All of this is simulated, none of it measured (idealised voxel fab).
Process module in this document: voxel self aligned contacts
The figure presents cross-section cut, which has a width of 160 nm and is divided into square cells with an edge length of 5 nm.
Just so we're on the same page, the cross-sections are grids of square cells, and they're listed out in bands top to bottom, each band one or more rows deep.
Band: top height; bottom height; in nm. Then, left to right: material with width in nm, for each material. "edge to edge": a single material spanning edge to edge. "empty": empty space.
For the purposes of this specification, 0 denotes the height below which the wafer in its as-received condition is composed wholly of one material, and the lowermost band, lacking a lower limit, extends downward without end, as expressed in "0 -> down".
Read "30..40" as a graded width: first number on top, second number at the bottom, same change between each pair of neighbouring rows.
Reading "nothing got changed" for a step: not a cell of the cross-section changed in it.
"Closed void listing" specifies each empty space that is not open to the top and that occupies no fewer than 8 cells, using the form width x height at distance, the distance measured from the left edge and all three quantities in nm.
Formally, on a step line, whatever follows the settings is a remark that the simulator itself makes on the step.
"overlay nm", when on a step's line for a step with a mask, measures how far to the right of its planned place the mask lay; a negative measure means to the left.

### Planned process steps
- 1: RECEIVE [material Si]
- 2: OXIDIZE [depth nm 5]
- 3: DIRECTIONAL_DEP [material polySi] [thk nm 30]
- 4: DIRECTIONAL_DEP [material SiN] [thk nm 25]
- 5: DIRECTIONAL_DEP [material aC] [thk nm 15]
- 6: PATTERN [tone cover] [mask id GATE] [material resist] [width nm 25] [pitch nm 65] [thk nm 35] [overlay nm 0]
- 7: DIRECTIONAL_ETCH [etch materials aC] [depth nm 15]
- 8: STRIP [etch materials resist]
- 9: DIRECTIONAL_ETCH [etch materials SiN] [depth nm 25]
- 10: DIRECTIONAL_ETCH [etch materials polySi] [depth nm 30]
- 11: STRIP [etch materials aC]
- 12: CONFORMAL_DEP [material SiN] [thk nm 10]
- 13: DIRECTIONAL_ETCH [etch materials SiN] [depth nm 10]
- 14: FILL_DEP [material SiO2] [thk nm 20]
- 15: CMP [height nm 65]
- 16: MASKED_ETCH [tone open] [mask id CONTACT] [width nm 50] [etch materials SiO2] [depth nm 70] [overlay nm 0]
- 17: CONFORMAL_DEP [material TiN] [thk nm 5]
- 18: FILL_DEP [material Ru] [thk nm 5]
- 19: CMP [height nm 65]
- 20: CONFORMAL_DEP [material SiN] [thk nm 5]

### So this is the incoming wafer in cross-section - it's already been through step 1
0 -> down = Si edge to edge
Closed void listing: none

### Module complete - cross-section of the first of two wafers, run according to plan
70 -> 65 = SiN edge to edge
65 -> 55 = SiO2 (55) / TiN (5..20) / Ru (40..10) / TiN (5..20) / SiO2 (55)
55 -> 30 = SiO2 (25) / SiN (45) / TiN (5) / Ru (10) / TiN (5) / SiN (45) / SiO2 (25)
30 -> 0 = SiO2 (25) / SiN (10) / polySi (25) / SiN (10) / TiN (5) / Ru (10) / TiN (5) / SiN (10) / polySi (25) / SiN (10) / SiO2 (25)
0 -> -5 = SiO2 (70) / TiN (20) / SiO2 (70)
-5 -> down = Si edge to edge
Closed void listing: none

### End of module, second wafer, cross-section. Started like the first, planned like the first, run with one mistake
70 -> 65 = SiN edge to edge
65 -> 55 = SiO2 (55) / TiN (5..20) / Ru (40..10) / TiN (5..20) / SiO2 (55)
55 -> 30 = SiO2 (25) / SiN (45) / TiN (5) / Ru (10) / TiN (5) / SiN (45) / SiO2 (25)
30 -> 25 = SiO2 (70) / TiN (20) / SiO2 (70)
25 -> 0 = polySi edge to edge
0 -> down = Si edge to edge
Closed void listing: none
Want to know what went wrong? the run placed steps 2 and 3 each in the position the plan gave to the other
The final cell counts differ between the wafers, with the second having more or fewer of some materials than the first: -12 Ru | +32 Si | -48 SiN | -60 SiO2 | -12 TiN | +100 polySi
